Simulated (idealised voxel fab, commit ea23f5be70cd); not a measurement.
process module | voxel spacer lines
cross-section cut | 265 nm wide | cells 5 nm
A cross-section is a grid of square cells, given in bands from the top down. A band is one or more rows of cells.
Each band's line starts with the height of the band's top and of its bottom, in nm. Then come its materials from left to right, each with its width in nm. One material with "throughout" fills the band from edge to edge. "air" is empty space.
Height 0 is the level under which the wafer as received is all one material. The lowest band goes on downwards, as in "0 down".
A width such as "30 to 40" changes by the same amount from each row of cells to the next, from the band's top row to its bottom row.
"no change" after a step means that no cell of the cross-section changed.
closed voids: empty space of 8 cells or more with no open way to the top, each as width x height at its distance from the left edge, in nm
after a step's settings: what the simulator itself notes on the step
overlay nm, on a step with a mask: how far to the right of its planned place the mask lay; to the left if negative
plan
1 op RECEIVE | material Si
2 op CONFORMAL_DEP | material Al2O3 | thk nm 10
3 op DIRECTIONAL_DEP | material TiN | thk nm 10
4 op DIRECTIONAL_DEP | material aC | thk nm 25
5 op PATTERN | tone cover | mask id MANDREL | material resist | width nm 20 | pitch nm 70 | thk nm 35 | overlay nm 0
6 op DIRECTIONAL_ETCH | etch materials aC | depth nm 25
7 op STRIP | etch materials resist
8 op CONFORMAL_DEP | material SiO2 | thk nm 15
9 op DIRECTIONAL_ETCH | etch materials SiO2 | depth nm 15
10 op STRIP | etch materials aC
11 op DIRECTIONAL_ETCH | etch materials TiN | depth nm 10
12 op STRIP | etch materials SiO2
first wafer, as planned
as received, after step 1
  0 down: Si throughout
  closed voids: none
after step 2
  10 to 0: Al2O3 throughout
  below 0: unchanged
after step 3
  20 to 10: TiN throughout
  below 10: unchanged
after step 4
  45 to 20: aC throughout
  below 20: unchanged
after step 5
  80 to 45: air 50 | resist 20 | air 50 | resist 20 | air 50 | resist 20 | air 55
  below 45: unchanged
after step 6
  55 to 45: air 50 | resist 20 | air 50 | resist 20 | air 50 | resist 20 | air 55
  45 to 20: air 50 | aC 20 | air 50 | aC 20 | air 50 | aC 20 | air 55
  below 20: unchanged
after step 7
  45 to 20: air 50 | aC 20 | air 50 | aC 20 | air 50 | aC 20 | air 55
  below 20: unchanged
after step 8
  60 to 45: air 35 | SiO2 50 | air 20 | SiO2 50 | air 20 | SiO2 50 | air 40
  45 to 35: air 35 | SiO2 15 | aC 20 | SiO2 15 | air 20 | SiO2 15 | aC 20 | SiO2 15 | air 20 | SiO2 15 | aC 20 | SiO2 15 | air 40
  35 to 20: SiO2 50 | aC 20 | SiO2 50 | aC 20 | SiO2 50 | aC 20 | SiO2 55
  below 20: unchanged
after step 9
  45 to 20: air 35 | SiO2 15 | aC 20 | SiO2 15 | air 20 | SiO2 15 | aC 20 | SiO2 15 | air 20 | SiO2 15 | aC 20 | SiO2 15 | air 40
  below 20: unchanged
after step 10
  45 to 20: air 35 | SiO2 15 | air 20 | SiO2 15 | air 20 | SiO2 15 | air 20 | SiO2 15 | air 20 | SiO2 15 | air 20 | SiO2 15 | air 40
  below 20: unchanged
after step 11
  45 to 20: air 35 | SiO2 15 | air 20 | SiO2 15 | air 20 | SiO2 15 | air 20 | SiO2 15 | air 20 | SiO2 15 | air 20 | SiO2 15 | air 40
  20 to 10: air 35 | TiN 15 | air 20 | TiN 15 | air 20 | TiN 15 | air 20 | TiN 15 | air 20 | TiN 15 | air 20 | TiN 15 | air 40
  below 10: unchanged
after step 12
  20 to 10: air 35 | TiN 15 | air 20 | TiN 15 | air 20 | TiN 15 | air 20 | TiN 15 | air 20 | TiN 15 | air 20 | TiN 15 | air 40
  below 10: unchanged
second wafer: like start, like plan, one mistake. Through step 4 it matches the first wafer
when step 5 should have ended
  80 to 45: resist 50 | air 20 | resist 50 | air 20 | resist 50 | air 20 | resist 55
  below 45: unchanged
when step 6 should have ended
  55 to 45: resist 50 | air 20 | resist 50 | air 20 | resist 50 | air 20 | resist 55
  45 to 20: aC 50 | air 20 | aC 50 | air 20 | aC 50 | air 20 | aC 55
  below 20: unchanged
when step 7 should have ended
  45 to 20: aC 50 | air 20 | aC 50 | air 20 | aC 50 | air 20 | aC 55
  below 20: unchanged
when step 8 should have ended
  60 to 45: SiO2 throughout
  45 to 20: aC 50 | SiO2 20 | aC 50 | SiO2 20 | aC 50 | SiO2 20 | aC 55
  below 20: unchanged
when step 9 should have ended
  45 to 20: aC 50 | SiO2 20 | aC 50 | SiO2 20 | aC 50 | SiO2 20 | aC 55
  below 20: unchanged
when step 10 should have ended
  45 to 20: air 50 | SiO2 20 | air 50 | SiO2 20 | air 50 | SiO2 20 | air 55
  below 20: unchanged
when step 11 should have ended
  45 to 20: air 50 | SiO2 20 | air 50 | SiO2 20 | air 50 | SiO2 20 | air 55
  20 to 10: air 50 | TiN 20 | air 50 | TiN 20 | air 50 | TiN 20 | air 55
  below 10: unchanged
when step 12 should have ended
  20 to 10: air 50 | TiN 20 | air 50 | TiN 20 | air 50 | TiN 20 | air 55
  below 10: unchanged
what went wrong: step 5 ran as: op PATTERN | tone open | mask id MANDREL | material resist | width nm 20 | pitch nm 70 | thk nm 35 | overlay nm 0
at the end the second wafer has, in cells: 12 fewer of TiN
